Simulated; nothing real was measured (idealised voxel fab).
process module | voxel transistor to metal
cross-section cut | 195 nm wide | cells 5 nm
A cross-section is a grid of square cells, given in bands from the top down. A band is one or more rows of cells.
Each band's line starts with the height of the band's top and of its bottom, in nm. Then come its materials from left to right, each with its width in nm. One material with "throughout" fills the band from edge to edge. "air" is empty space.
Height 0 is the level under which the wafer as received is all one material. The lowest band goes on downwards, as in "0 down".
A width such as "30 to 40" changes by the same amount from each row of cells to the next, from the band's top row to its bottom row.
"no change" after a step means that no cell of the cross-section changed.
closed voids: empty space of 8 cells or more with no open way to the top, each as width x height at its distance from the left edge, in nm
after a step's settings: what the simulator itself notes on the step
overlay nm, on a step with a mask: how far to the right of its planned place the mask lay; to the left if negative
plan
1 op RECEIVE | material Si
2 op CONFORMAL_DEP | material SiO2 | thk nm 5
3 op CONFORMAL_DEP | material SiN | thk nm 10
4 op DIRECTIONAL_DEP | material aC | thk nm 10
5 op PATTERN | tone cover | mask id ACTIVE | material resist | width nm 115 | thk nm 25 | overlay nm 0
6 op DIRECTIONAL_ETCH | etch materials aC | depth nm 10
7 op STRIP | etch materials resist
8 op DIRECTIONAL_ETCH | etch materials SiN | depth nm 10
9 op DIRECTIONAL_ETCH | etch materials SiO2 | depth nm 5
10 op DIRECTIONAL_ETCH | etch materials Si | depth nm 25
11 op STRIP | etch materials aC
12 op FILL_DEP | material SiO2 | thk nm 5
13 op CMP | height nm 15
14 op SELECTIVE_ETCH | etch materials SiO2 | depth nm 10
15 op STRIP | etch materials SiN
16 op SELECTIVE_ETCH | etch materials SiO2 | depth nm 5
17 op OXIDIZE | depth nm 5
18 op DIRECTIONAL_DEP | material polySi | thk nm 25
19 op DIRECTIONAL_DEP | material SiCN | thk nm 15
20 op MASKED_ETCH | tone cover | mask id GATE | width nm 25 | etch materials SiCN | depth nm 25 | overlay nm 0
21 op MASKED_ETCH | tone cover | mask id GATE | width nm 25 | etch materials polySi | depth nm 35 | overlay nm 0
22 op CONFORMAL_DEP | material SiO2 | thk nm 5
23 op DIRECTIONAL_ETCH | etch materials SiO2 | depth nm 5
24 op CONFORMAL_DEP | material SiN | thk nm 10
25 op DIRECTIONAL_ETCH | etch materials SiN | depth nm 10
26 op DIRECTIONAL_ETCH | etch materials SiO2 | depth nm 5
27 op DIRECTIONAL_ETCH | etch materials Si | depth nm 5
28 op EPI | material SiGe | thk nm 10
29 op FILL_DEP | material SiO2 | thk nm 5
30 op CMP | height nm 25
31 op STRIP | etch materials polySi
32 op SELECTIVE_ETCH | etch materials SiO2 | depth nm 5
33 op CONFORMAL_DEP | material HfO2 | thk nm 5
34 op CONFORMAL_DEP | material TiN | thk nm 5
35 op FILL_DEP | material W | thk nm 5
36 op CMP | height nm 20
37 op DIRECTIONAL_DEP | material SiO2 | thk nm 10
38 op MASKED_ETCH | tone open | mask id CONTACT | width nm 20 | pitch nm 75 | etch materials SiO2 | depth nm 30 | overlay nm 0
39 op CONFORMAL_DEP | material TiN | thk nm 5
40 op FILL_DEP | material W | thk nm 5
41 op CMP | height nm 30
42 op CONFORMAL_DEP | material SiCN | thk nm 5
43 op DIRECTIONAL_DEP | material SiO2 | thk nm 15
44 op DIRECTIONAL_DEP | material aC | thk nm 15
45 op PATTERN | tone open | mask id METAL_1 | material resist | width nm 20 | pitch nm 75 | thk nm 30 | overlay nm 0
46 op DIRECTIONAL_ETCH | etch materials aC | depth nm 15
47 op STRIP | etch materials resist
48 op DIRECTIONAL_ETCH | etch materials SiO2 | depth nm 15
49 op DIRECTIONAL_ETCH | etch materials SiCN | depth nm 5
50 op STRIP | etch materials aC
51 op CONFORMAL_DEP | material TiN | thk nm 5
52 op FILL_DEP | material Ru | thk nm 5
53 op CMP | height nm 50
54 op CONFORMAL_DEP | material SiN | thk nm 5
as received, after step 1
  0 down: Si throughout
  closed voids: none
a wafer at the end: this start, this plan, one mistake
  55 to 50: SiN throughout
  50 to 35: SiO2 50 | TiN 5 | Ru 10 | TiN 5 | SiO2 55 | TiN 5 | Ru 10 | TiN 5 | SiO2 50
  35 to 30: SiCN 50 | TiN 20 | SiCN 55 | TiN 20 | SiCN 50
  30 to 20: SiO2 50 | TiN 5 | W 10 | TiN 5 | SiO2 55 | TiN 5 | W 10 | TiN 5 | SiO2 50
  20 to 10: SiO2 50 | TiN 5 | W 10 | TiN 5 | SiN 10 | HfO2 5 | TiN 5 | W 15 | TiN 5 | HfO2 5 | SiN 10 | TiN 5 | W 10 | TiN 5 | SiO2 50
  10 to 5: SiO2 50 | TiN 20 | SiN 10 | HfO2 5 | TiN 5 | W 15 | TiN 5 | HfO2 5 | SiN 10 | TiN 20 | SiO2 50
  5 to 0: SiO2 50 | TiN 10 | SiGe 10 | SiN 10 | HfO2 5 | TiN 25 | HfO2 5 | SiN 10 | SiGe 10 | TiN 10 | SiO2 50
  0 to -5: SiO2 25 | SiGe 45 | SiO2 10 | HfO2 35 | SiO2 10 | SiGe 25 | SiO2 45
  -5 to -10: SiO2 30 | SiGe 40 | Si 55 | SiGe 20 | SiO2 50
  -10 to -25: SiO2 30 | Si 115 | SiO2 50
  -25 down: Si throughout
  closed voids: none
what went wrong: step 5 ran as: op PATTERN | tone cover | mask id ACTIVE | material resist | width nm 115 | thk nm 25 | overlay nm -10
